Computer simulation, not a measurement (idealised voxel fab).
Proc. module: voxel trench capacitor
Shown is cross-section cut, with a width of 250 nm and square cells of size 5 nm.
Think of the cross-section as a grid of square cells. We describe it in bands, top to bottom, and each band covers one or more rows of those cells. Band: top and bottom heights (nm) first, top before bottom; then materials from left to right, widths in nm. "full width" marks a sole material filling the band edge to edge. "air" denotes empty space. The level at which height equals 0 is the one under which the wafer, as it arrives, is entirely one material. No lower edge exists for the bottom band, which continues downward and is notated as in "0 down". The two numbers in a width such as "30 to 40" mark its ends across the band: the first belongs to the top row of cells, the second to the bottom row, and from each row to the next the width moves by the same amount. A step reported as "left unchanged" is a step in which no cell of the cross-section changed. Closed-off voids of 8+ cells (no open route to the top) go in "Closed void listing", written width x height at distance from the left edge, in nm. Step line, after settings: the simulator's comment on this step. What "overlay nm" on a step's line means: if the step has a mask, that mask lay this far to the right of its planned place, or, when the value is negative, to the left.
**Process steps (planned)**
- 1: RECEIVE (material Si)
- 2: CONFORMAL_DEP (material SiN; thk nm 10)
- 3: PATTERN (tone open; mask id TRENCH; material resist; width nm 20; pitch nm 40; thk nm 20; overlay nm -15)
- 4: DIRECTIONAL_ETCH (etch materials SiN; depth nm 10)
- 5: DIRECTIONAL_ETCH (etch materials Si; depth nm 35)
- 6: STRIP (etch materials resist)
- 7: CONFORMAL_DEP (material Al2O3; thk nm 5)
- 8: FILL_DEP (material polySi; thk nm 5)
- 9: CMP (height nm 10)
Variable across wafers: step 3 overlay nm (plan value is that of the first wafer; starting state common to all).
**Received wafers, first of several: cross-section after step 1**
  0 down  Si full width
  Closed void listing: none
**Here is the cross-section of the first of several wafers at the end of the module, after its last step, step 9**
  10 to 0  SiN=80, then Al2O3=5, then polySi=10, then Al2O3=5, then SiN=20, then Al2O3=5, then polySi=10, then Al2O3=5, then SiN=110
  0 to -30  Si=80, then Al2O3=5, then polySi=10, then Al2O3=5, then Si=20, then Al2O3=5, then polySi=10, then Al2O3=5, then Si=110
  -30 to -35  Si=80, then Al2O3=20, then Si=20, then Al2O3=20, then Si=110
  -35 down  Si full width
  Closed void listing: none
**End of module, last wafer sectioned**
  10 to 0  SiN=110, then Al2O3=5, then polySi=10, then Al2O3=5, then SiN=20, then Al2O3=5, then polySi=10, then Al2O3=5, then SiN=80
  0 to -30  Si=110, then Al2O3=5, then polySi=10, then Al2O3=5, then Si=20, then Al2O3=5, then polySi=10, then Al2O3=5, then Si=80
  -30 to -35  Si=110, then Al2O3=20, then Si=20, then Al2O3=20, then Si=80
  -35 down  Si full width
  Closed void listing: none
**Below is a per-wafer table. In it, each row describes the wafer at the end of the module by giving, for each material, the number of cells gained (+) or lost (-) since the wafer was received, and after that the closed voids of the wafer**
overlay nm -15; +40 Al2O3; -56 Si; +84 SiN; +32 polySi; Closed void listing: none
overlay nm -10; +40 Al2O3; -56 Si; +84 SiN; +32 polySi; Closed void listing: none
overlay nm -5; +40 Al2O3; -56 Si; +84 SiN; +32 polySi; Closed void listing: none
overlay nm 0; +40 Al2O3; -56 Si; +84 SiN; +32 polySi; Closed void listing: none
overlay nm 5; +40 Al2O3; -56 Si; +84 SiN; +32 polySi; Closed void listing: none
overlay nm 10; +40 Al2O3; -56 Si; +84 SiN; +32 polySi; Closed void listing: none
overlay nm 15; +40 Al2O3; -56 Si; +84 SiN; +32 polySi; Closed void listing: none
